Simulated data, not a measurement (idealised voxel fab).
process module | voxel transistor to metal
cross-section cut | 190 nm wide | cells 5 nm
A cross-section is a grid of square cells, given in bands from the top down. A band is one or more rows of cells.
Each band's line starts with the height of the band's top and of its bottom, in nm. Then come its materials from left to right, each with its width in nm. One material with "throughout" fills the band from edge to edge. "air" is empty space.
Height 0 is the level under which the wafer as received is all one material. The lowest band goes on downwards, as in "0 down".
A width such as "30 to 40" changes by the same amount from each row of cells to the next, from the band's top row to its bottom row.
"no change" after a step means that no cell of the cross-section changed.
closed voids: empty space of 8 cells or more with no open way to the top, each as width x height at its distance from the left edge, in nm
after a step's settings: what the simulator itself notes on the step
overlay nm, on a step with a mask: how far to the right of its planned place the mask lay; to the left if negative
plan
1 op RECEIVE | material Si
2 op OXIDIZE | depth nm 5
3 op CONFORMAL_DEP | material SiN | thk nm 10
4 op MASKED_ETCH | tone cover | mask id ACTIVE | width nm 100 | etch materials SiN | depth nm 10 | overlay nm 0
5 op MASKED_ETCH | tone cover | mask id ACTIVE | width nm 100 | etch materials SiO2 | depth nm 5 | overlay nm 0
6 op MASKED_ETCH | tone cover | mask id ACTIVE | width nm 100 | etch materials Si | depth nm 35 | overlay nm 0
7 op OXIDIZE | depth nm 5
8 op FILL_DEP | material SiO2 | thk nm 15
9 op CMP | height nm 10
10 op SELECTIVE_ETCH | etch materials SiO2 | depth nm 5
11 op STRIP | etch materials SiN
12 op SELECTIVE_ETCH | etch materials SiO2 | depth nm 5
13 op OXIDIZE | depth nm 5
14 op DIRECTIONAL_DEP | material polySi | thk nm 20
15 op DIRECTIONAL_DEP | material SiCN | thk nm 10
16 op PATTERN | tone cover | mask id GATE | material resist | width nm 20 | thk nm 20 | overlay nm 0
17 op DIRECTIONAL_ETCH | etch materials SiCN | depth nm 20
18 op DIRECTIONAL_ETCH | etch materials polySi | depth nm 30
19 op STRIP | etch materials resist
20 op CONFORMAL_DEP | material SiO2 | thk nm 5
21 op DIRECTIONAL_ETCH | etch materials SiO2 | depth nm 5
22 op CONFORMAL_DEP | material SiN | thk nm 10
23 op DIRECTIONAL_ETCH | etch materials SiN | depth nm 10
24 op DIRECTIONAL_ETCH | etch materials SiO2 | depth nm 5
25 op DIRECTIONAL_ETCH | etch materials Si | depth nm 10
26 op EPI | material nSi | thk nm 15
27 op FILL_DEP | material SiO2 | thk nm 10
28 op CMP | height nm 25
29 op DIRECTIONAL_DEP | material SiO2 | thk nm 15
30 op PATTERN | tone open | mask id CONTACT | material resist | width nm 15 | pitch nm 75 | thk nm 20 | overlay nm 0
31 op DIRECTIONAL_ETCH | etch materials SiO2 | depth nm 35
32 op STRIP | etch materials resist
33 op CONFORMAL_DEP | material TiN | thk nm 5
34 op FILL_DEP | material Ru | thk nm 10
35 op CMP | height nm 40
36 op CONFORMAL_DEP | material SiCN | thk nm 5
37 op DIRECTIONAL_DEP | material lowk | thk nm 15
38 op PATTERN | tone open | mask id METAL_1 | material resist | width nm 15 | pitch nm 75 | thk nm 20 | overlay nm 0
39 op DIRECTIONAL_ETCH | etch materials lowk | depth nm 15
40 op DIRECTIONAL_ETCH | etch materials SiCN | depth nm 5
41 op STRIP | etch materials resist
42 op CONFORMAL_DEP | material TiN | thk nm 5
43 op FILL_DEP | material Ru | thk nm 5
44 op CMP | height nm 60
45 op CONFORMAL_DEP | material SiN | thk nm 5
first wafer, as planned
as received, after step 1
  0 down: Si throughout
  closed voids: none
after step 2
  0 to -5: SiO2 throughout
  below -5: unchanged
after step 3
  10 to 0: SiN throughout
  below 0: unchanged
after step 4
  10 to 0: air 45 | SiN 100 | air 45
  below 0: unchanged
after step 5
  10 to 0: air 45 | SiN 100 | air 45
  0 to -5: air 45 | SiO2 100 | air 45
  below -5: unchanged
after step 6
  10 to 0: air 45 | SiN 100 | air 45
  0 to -5: air 45 | SiO2 100 | air 45
  -5 to -40: air 45 | Si 100 | air 45
  below -40: unchanged
after step 7
  10 to 0: air 45 | SiN 100 | air 45
  0 to -5: air 45 | SiO2 100 | air 45
  -5 to -40: air 45 | SiO2 5 | Si 90 | SiO2 5 | air 45
  -40 to -45: SiO2 50 | Si 90 | SiO2 50
  below -45: unchanged
after step 8
  25 to 10: SiO2 throughout
  10 to 0: SiO2 45 | SiN 100 | SiO2 45
  0 to -5: SiO2 throughout
  -5 to -45: SiO2 50 | Si 90 | SiO2 50
  below -45: unchanged
after step 9
  10 to 0: SiO2 45 | SiN 100 | SiO2 45
  below 0: unchanged
after step 10
  10 to 5: air 45 | SiN 100 | air 45
  below 5: unchanged
after step 11
  5 to 0: SiO2 45 | air 100 | SiO2 45
  below 0: unchanged
after step 12
  0 to -5: SiO2 40 | air 110 | SiO2 40
  below -5: unchanged
after step 13
  0 to -5: SiO2 40 | air 110 | SiO2 40
  -5 to -10: SiO2 throughout
  below -10: unchanged
after step 14
  20 to 15: polySi 40 | air 110 | polySi 40
  15 to 0: polySi throughout
  0 to -5: SiO2 40 | polySi 110 | SiO2 40
  below -5: unchanged
after step 15
  30 to 25: SiCN 40 | air 110 | SiCN 40
  25 to 20: SiCN throughout
  20 to 15: polySi 40 | SiCN 110 | polySi 40
  below 15: unchanged
after step 16
  50 to 30: air 85 | resist 20 | air 85
  30 to 25: SiCN 40 | air 45 | resist 20 | air 45 | SiCN 40
  below 25: unchanged
after step 17
  50 to 25: air 85 | resist 20 | air 85
  25 to 20: air 85 | SiCN 20 | air 85
  20 to 15: polySi 40 | air 45 | SiCN 20 | air 45 | polySi 40
  below 15: unchanged
after step 18
  50 to 25: air 85 | resist 20 | air 85
  25 to 15: air 85 | SiCN 20 | air 85
  15 to 0: air 85 | polySi 20 | air 85
  0 to -5: SiO2 40 | air 45 | polySi 20 | air 45 | SiO2 40
  below -5: unchanged
after step 19
  25 to 15: air 85 | SiCN 20 | air 85
  below 15: unchanged
after step 20
  30 to 25: air 80 | SiO2 30 | air 80
  25 to 15: air 80 | SiO2 5 | SiCN 20 | SiO2 5 | air 80
  15 to 5: air 80 | SiO2 5 | polySi 20 | SiO2 5 | air 80
  5 to 0: SiO2 45 | air 35 | SiO2 5 | polySi 20 | SiO2 5 | air 35 | SiO2 45
  0 to -5: SiO2 85 | polySi 20 | SiO2 85
  below -5: unchanged
after step 21
  25 to 15: air 80 | SiO2 5 | SiCN 20 | SiO2 5 | air 80
  15 to 0: air 80 | SiO2 5 | polySi 20 | SiO2 5 | air 80
  0 to -5: SiO2 45 | air 35 | SiO2 5 | polySi 20 | SiO2 5 | air 35 | SiO2 45
  below -5: unchanged
after step 22
  35 to 25: air 70 | SiN 50 | air 70
  25 to 15: air 70 | SiN 10 | SiO2 5 | SiCN 20 | SiO2 5 | SiN 10 | air 70
  15 to 10: air 70 | SiN 10 | SiO2 5 | polySi 20 | SiO2 5 | SiN 10 | air 70
  10 to 5: SiN 55 | air 15 | SiN 10 | SiO2 5 | polySi 20 | SiO2 5 | SiN 10 | air 15 | SiN 55
  5 to 0: SiN 80 | SiO2 5 | polySi 20 | SiO2 5 | SiN 80
  0 to -5: SiO2 45 | SiN 35 | SiO2 5 | polySi 20 | SiO2 5 | SiN 35 | SiO2 45
  below -5: unchanged
after step 23
  25 to 15: air 70 | SiN 10 | SiO2 5 | SiCN 20 | SiO2 5 | SiN 10 | air 70
  15 to 0: air 70 | SiN 10 | SiO2 5 | polySi 20 | SiO2 5 | SiN 10 | air 70
  0 to -5: SiO2 45 | SiN 10 | air 15 | SiN 10 | SiO2 5 | polySi 20 | SiO2 5 | SiN 10 | air 15 | SiN 10 | SiO2 45
  below -5: unchanged
after step 24
  25 to 20: air 70 | SiN 10 | air 5 | SiCN 20 | air 5 | SiN 10 | air 70
  20 to 15: air 70 | SiN 10 | SiO2 5 | SiCN 20 | SiO2 5 | SiN 10 | air 70
  15 to 0: air 70 | SiN 10 | SiO2 5 | polySi 20 | SiO2 5 | SiN 10 | air 70
  0 to -5: air 45 | SiN 10 | air 15 | SiN 10 | SiO2 5 | polySi 20 | SiO2 5 | SiN 10 | air 15 | SiN 10 | air 45
  -5 to -10: SiO2 55 | air 15 | SiO2 50 | air 15 | SiO2 55
  below -10: unchanged
after step 25
  25 to 20: air 70 | SiN 10 | air 5 | SiCN 20 | air 5 | SiN 10 | air 70
  20 to 15: air 70 | SiN 10 | SiO2 5 | SiCN 20 | SiO2 5 | SiN 10 | air 70
  15 to 0: air 70 | SiN 10 | SiO2 5 | polySi 20 | SiO2 5 | SiN 10 | air 70
  0 to -5: air 45 | SiN 10 | air 15 | SiN 10 | SiO2 5 | polySi 20 | SiO2 5 | SiN 10 | air 15 | SiN 10 | air 45
  -5 to -10: SiO2 55 | air 15 | SiO2 50 | air 15 | SiO2 55
  -10 to -20: SiO2 50 | Si 5 | air 15 | Si 50 | air 15 | Si 5 | SiO2 50
  below -20: unchanged
after step 26
  25 to 20: air 70 | SiN 10 | air 5 | SiCN 20 | air 5 | SiN 10 | air 70
  20 to 15: air 70 | SiN 10 | SiO2 5 | SiCN 20 | SiO2 5 | SiN 10 | air 70
  15 to 5: air 70 | SiN 10 | SiO2 5 | polySi 20 | SiO2 5 | SiN 10 | air 70
  5 to 0: air 50 | nSi 20 | SiN 10 | SiO2 5 | polySi 20 | SiO2 5 | SiN 10 | nSi 20 | air 50
  0 to -5: air 45 | SiN 10 | nSi 15 | SiN 10 | SiO2 5 | polySi 20 | SiO2 5 | SiN 10 | nSi 15 | SiN 10 | air 45
  -5 to -10: SiO2 55 | nSi 15 | SiO2 50 | nSi 15 | SiO2 55
  -10 to -20: SiO2 50 | Si 5 | nSi 15 | Si 50 | nSi 15 | Si 5 | SiO2 50
  below -20: unchanged
after step 27
  35 to 25: SiO2 throughout
  25 to 15: SiO2 70 | SiN 10 | SiO2 5 | SiCN 20 | SiO2 5 | SiN 10 | SiO2 70
  15 to 5: SiO2 70 | SiN 10 | SiO2 5 | polySi 20 | SiO2 5 | SiN 10 | SiO2 70
  5 to 0: SiO2 50 | nSi 20 | SiN 10 | SiO2 5 | polySi 20 | SiO2 5 | SiN 10 | nSi 20 | SiO2 50
  0 to -5: SiO2 45 | SiN 10 | nSi 15 | SiN 10 | SiO2 5 | polySi 20 | SiO2 5 | SiN 10 | nSi 15 | SiN 10 | SiO2 45
  below -5: unchanged
after step 28
  25 to 15: SiO2 70 | SiN 10 | SiO2 5 | SiCN 20 | SiO2 5 | SiN 10 | SiO2 70
  below 15: unchanged
after step 29
  40 to 25: SiO2 throughout
  below 25: unchanged
after step 30
  60 to 40: resist 50 | air 15 | resist 60 | air 15 | resist 50
  below 40: unchanged
after step 31
  60 to 40: resist 50 | air 15 | resist 60 | air 15 | resist 50
  40 to 25: SiO2 50 | air 15 | SiO2 60 | air 15 | SiO2 50
  25 to 15: SiO2 50 | air 15 | SiO2 5 | SiN 10 | SiO2 5 | SiCN 20 | SiO2 5 | SiN 10 | SiO2 5 | air 15 | SiO2 50
  15 to 5: SiO2 50 | air 15 | SiO2 5 | SiN 10 | SiO2 5 | polySi 20 | SiO2 5 | SiN 10 | SiO2 5 | air 15 | SiO2 50
  below 5: unchanged
after step 32
  40 to 25: SiO2 50 | air 15 | SiO2 60 | air 15 | SiO2 50
  below 25: unchanged
after step 33
  45 to 40: TiN 55 | air 5 | TiN 70 | air 5 | TiN 55
  40 to 25: SiO2 50 | TiN 5 | air 5 | TiN 5 | SiO2 60 | TiN 5 | air 5 | TiN 5 | SiO2 50
  25 to 15: SiO2 50 | TiN 5 | air 5 | TiN 5 | SiO2 5 | SiN 10 | SiO2 5 | SiCN 20 | SiO2 5 | SiN 10 | SiO2 5 | TiN 5 | air 5 | TiN 5 | SiO2 50
  15 to 10: SiO2 50 | TiN 5 | air 5 | TiN 5 | SiO2 5 | SiN 10 | SiO2 5 | polySi 20 | SiO2 5 | SiN 10 | SiO2 5 | TiN 5 | air 5 | TiN 5 | SiO2 50
  10 to 5: SiO2 50 | TiN 15 | SiO2 5 | SiN 10 | SiO2 5 | polySi 20 | SiO2 5 | SiN 10 | SiO2 5 | TiN 15 | SiO2 50
  below 5: unchanged
after step 34
  55 to 45: Ru throughout
  45 to 40: TiN 55 | Ru 5 | TiN 70 | Ru 5 | TiN 55
  40 to 25: SiO2 50 | TiN 5 | Ru 5 | TiN 5 | SiO2 60 | TiN 5 | Ru 5 | TiN 5 | SiO2 50
  25 to 15: SiO2 50 | TiN 5 | Ru 5 | TiN 5 | SiO2 5 | SiN 10 | SiO2 5 | SiCN 20 | SiO2 5 | SiN 10 | SiO2 5 | TiN 5 | Ru 5 | TiN 5 | SiO2 50
  15 to 10: SiO2 50 | TiN 5 | Ru 5 | TiN 5 | SiO2 5 | SiN 10 | SiO2 5 | polySi 20 | SiO2 5 | SiN 10 | SiO2 5 | TiN 5 | Ru 5 | TiN 5 | SiO2 50
  below 10: unchanged
after step 35
  40 to 25: SiO2 50 | TiN 5 | Ru 5 | TiN 5 | SiO2 60 | TiN 5 | Ru 5 | TiN 5 | SiO2 50
  below 25: unchanged
after step 36
  45 to 40: SiCN throughout
  below 40: unchanged
after step 37
  60 to 45: lowk throughout
  below 45: unchanged
after step 38
  80 to 60: resist 50 | air 15 | resist 60 | air 15 | resist 50
  below 60: unchanged
after step 39
  80 to 60: resist 50 | air 15 | resist 60 | air 15 | resist 50
  60 to 45: lowk 50 | air 15 | lowk 60 | air 15 | lowk 50
  below 45: unchanged
after step 40
  80 to 60: resist 50 | air 15 | resist 60 | air 15 | resist 50
  60 to 45: lowk 50 | air 15 | lowk 60 | air 15 | lowk 50
  45 to 40: SiCN 50 | air 15 | SiCN 60 | air 15 | SiCN 50
  below 40: unchanged
after step 41
  60 to 45: lowk 50 | air 15 | lowk 60 | air 15 | lowk 50
  below 45: unchanged
after step 42
  65 to 60: TiN 55 | air 5 | TiN 70 | air 5 | TiN 55
  60 to 45: lowk 50 | TiN 5 | air 5 | TiN 5 | lowk 60 | TiN 5 | air 5 | TiN 5 | lowk 50
  45 to 40: SiCN 50 | TiN 15 | SiCN 60 | TiN 15 | SiCN 50
  below 40: unchanged
after step 43
  70 to 65: Ru throughout
  65 to 60: TiN 55 | Ru 5 | TiN 70 | Ru 5 | TiN 55
  60 to 45: lowk 50 | TiN 5 | Ru 5 | TiN 5 | lowk 60 | TiN 5 | Ru 5 | TiN 5 | lowk 50
  below 45: unchanged
after step 44
  60 to 45: lowk 50 | TiN 5 | Ru 5 | TiN 5 | lowk 60 | TiN 5 | Ru 5 | TiN 5 | lowk 50
  below 45: unchanged
after step 45
  65 to 60: SiN throughout
  below 60: unchanged
second wafer: like start, like plan, one mistake. Through step 37 it matches the first wafer
when step 38 should have ended
  80 to 60: resist 50 | air 20 | resist 55 | air 20 | resist 45
  below 60: unchanged
when step 39 should have ended
  80 to 60: resist 50 | air 20 | resist 55 | air 20 | resist 45
  60 to 45: lowk 50 | air 20 | lowk 55 | air 20 | lowk 45
  below 45: unchanged
when step 40 should have ended
  80 to 60: resist 50 | air 20 | resist 55 | air 20 | resist 45
  60 to 45: lowk 50 | air 20 | lowk 55 | air 20 | lowk 45
  45 to 40: SiCN 50 | air 20 | SiCN 55 | air 20 | SiCN 45
  below 40: unchanged
when step 41 should have ended
  60 to 45: lowk 50 | air 20 | lowk 55 | air 20 | lowk 45
  below 45: unchanged
when step 42 should have ended
  65 to 60: TiN 55 | air 10 | TiN 65 | air 10 | TiN 50
  60 to 45: lowk 50 | TiN 5 | air 10 | TiN 5 | lowk 55 | TiN 5 | air 10 | TiN 5 | lowk 45
  45 to 40: SiCN 50 | TiN 20 | SiCN 55 | TiN 20 | SiCN 45
  below 40: unchanged
when step 43 should have ended
  70 to 65: Ru throughout
  65 to 60: TiN 55 | Ru 10 | TiN 65 | Ru 10 | TiN 50
  60 to 45: lowk 50 | TiN 5 | Ru 10 | TiN 5 | lowk 55 | TiN 5 | Ru 10 | TiN 5 | lowk 45
  below 45: unchanged
when step 44 should have ended
  60 to 45: lowk 50 | TiN 5 | Ru 10 | TiN 5 | lowk 55 | TiN 5 | Ru 10 | TiN 5 | lowk 45
  below 45: unchanged
when step 45 should have ended
  65 to 60: SiN throughout
  below 60: unchanged
what went wrong: step 38 ran as: op PATTERN | tone open | mask id METAL_1 | material resist | width nm 20 | pitch nm 75 | thk nm 20 | overlay nm 0
at the end the second wafer has, in cells: 6 more of Ru | 2 fewer of SiCN | 2 more of TiN | 6 fewer of lowk
